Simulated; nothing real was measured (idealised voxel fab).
Proc. module: voxel wiring stack
Square cell edge 5 nm, section width 260 nm, ID cut.
Notation: cross-section as square-cell grid; stated in bands, top first, going down; one or more cell rows per band. Basically the band line says how high the top is and how high the bottom is, in nm, and then what's in it from left to right, every material with its width in nm. Empty space shows up as "air", and if a single material carries "edge to edge" it runs the full band edge to edge. Convention: height 0 is the level below which the wafer, as received, is all one material. The lowest band does not terminate at the bottom but continues downward, represented as "0 down". The expression "30 to 40" gives the width at the extremes of the band, the first number at its top row of cells and the second at its bottom row, with the width changing by equal amounts from each row to the next in between. For the purposes of this document, the phrase "nothing got changed" attached to a step denotes that no cell within the cross-section was modified by that step. For the entry "Entrapped void list", the listed items are empty spaces with no open way to the top whose size is 8 cells or more; each item follows the pattern width x height at distance, where distance is from the left edge and all three are in nm. Formally, on a step line, whatever follows the settings is a remark that the simulator itself makes on the step. A step line may carry the setting "overlay nm", which, for steps involving a mask, states the distance by which the mask lay to the right of its intended position; negative values denote displacement to the left.

Process steps (planned)
step 1: RECEIVE (material Si)
step 2: CONFORMAL_DEP (material SiO2; thk nm 10)
step 3: CONFORMAL_DEP (material SiCN; thk nm 5)
step 4: DIRECTIONAL_DEP (material lowk; thk nm 20)
step 5: PATTERN (tone open; mask id METAL_1; material resist; width nm 30; pitch nm 55; thk nm 15; overlay nm 0)
step 6: DIRECTIONAL_ETCH (etch materials lowk; depth nm 20)
step 7: DIRECTIONAL_ETCH (etch materials SiCN; depth nm 5)
step 8: STRIP (etch materials resist)
step 9: CONFORMAL_DEP (material TiN; thk nm 5)
step 10: FILL_DEP (material W; thk nm 5)
step 11: CMP (height nm 35)
step 12: CONFORMAL_DEP (material SiCN; thk nm 5)
step 13: DIRECTIONAL_DEP (material SiO2; thk nm 30)
step 14: PATTERN (tone open; mask id METAL_2; material resist; width nm 30; pitch nm 55; thk nm 15; overlay nm 0)
step 15: DIRECTIONAL_ETCH (etch materials SiO2; depth nm 15)
step 16: STRIP (etch materials resist)
step 17: DIRECTIONAL_DEP (material aC; thk nm 15)
step 18: PATTERN (tone open; mask id METAL_2_HOLES; material resist; width nm 15; pitch nm 110; thk nm 30; overlay nm 0)
step 19: DIRECTIONAL_ETCH (etch materials aC; depth nm 15)
step 20: STRIP (etch materials resist)
step 21: DIRECTIONAL_ETCH (etch materials SiO2; depth nm 15)
step 22: DIRECTIONAL_ETCH (etch materials SiCN; depth nm 5)
step 23: STRIP (etch materials aC)
step 24: CONFORMAL_DEP (material TiN; thk nm 5)
step 25: FILL_DEP (material Ru; thk nm 5)
step 26: CMP (height nm 70)
step 27: CONFORMAL_DEP (material SiCN; thk nm 5)

Delivered wafer in cross-section: state after step 1
* 0 down | Si edge to edge
* Entrapped void list: none

Cross-sectional image of the first of two wafers at the end of the module, the run having proceeded as planned
* 75 to 70 | SiCN edge to edge
* 70 to 60 | SiO2: 60 / TiN: 5 / Ru: 20 / TiN: 5 / SiO2: 25 / TiN: 5 / Ru: 20 / TiN: 5 / SiO2: 25 / TiN: 5 / Ru: 20 / TiN: 5 / SiO2: 60
* 60 to 55 | SiO2: 60 / TiN: 5 / Ru: 5 / TiN: 20 / SiO2: 25 / TiN: 30 / SiO2: 25 / TiN: 5 / Ru: 5 / TiN: 20 / SiO2: 60
* 55 to 40 | SiO2: 60 / TiN: 5 / Ru: 5 / TiN: 5 / SiO2: 95 / TiN: 5 / Ru: 5 / TiN: 5 / SiO2: 75
* 40 to 35 | SiCN: 60 / TiN: 15 / SiCN: 95 / TiN: 15 / SiCN: 75
* 35 to 15 | lowk: 60 / TiN: 5 / W: 20 / TiN: 5 / lowk: 25 / TiN: 5 / W: 20 / TiN: 5 / lowk: 25 / TiN: 5 / W: 20 / TiN: 5 / lowk: 60
* 15 to 10 | SiCN: 60 / TiN: 30 / SiCN: 25 / TiN: 30 / SiCN: 25 / TiN: 30 / SiCN: 60
* 10 to 0 | SiO2 edge to edge
* 0 down | Si edge to edge
* Entrapped void list: none

The second wafer, shown in cross-section after the module: started the same way as the first and given the same plan, yet one mistake crept into how it was run
* 75 to 70 | SiCN edge to edge
* 70 to 60 | SiO2: 60 / TiN: 5 / Ru: 20 / TiN: 5 / SiO2: 25 / TiN: 5 / Ru: 20 / TiN: 5 / SiO2: 25 / TiN: 5 / Ru: 20 / TiN: 5 / SiO2: 60
* 60 to 55 | SiO2: 60 / TiN: 5 / Ru: 5 / TiN: 20 / SiO2: 25 / TiN: 30 / SiO2: 25 / TiN: 5 / Ru: 5 / TiN: 20 / SiO2: 60
* 55 to 40 | SiO2: 60 / TiN: 5 / Ru: 5 / TiN: 5 / SiO2: 95 / TiN: 5 / Ru: 5 / TiN: 5 / SiO2: 75
* 40 to 35 | SiCN: 60 / TiN: 15 / SiCN: 95 / TiN: 15 / SiCN: 75
* 35 to 30 | SiCN: 60 / TiN: 30 / SiCN: 25 / TiN: 30 / SiCN: 25 / TiN: 30 / SiCN: 60
* 30 to 10 | lowk edge to edge
* 10 to 0 | SiO2 edge to edge
* 0 down | Si edge to edge
* Entrapped void list: none
Finding, execution versus plan: steps 3 and 4: order swapped relative to plan
Bottom line after processing is that, in cells, the second wafer is up or down on some materials versus the first: TiN: 24 fewer, W: 48 fewer, lowk: 72 more
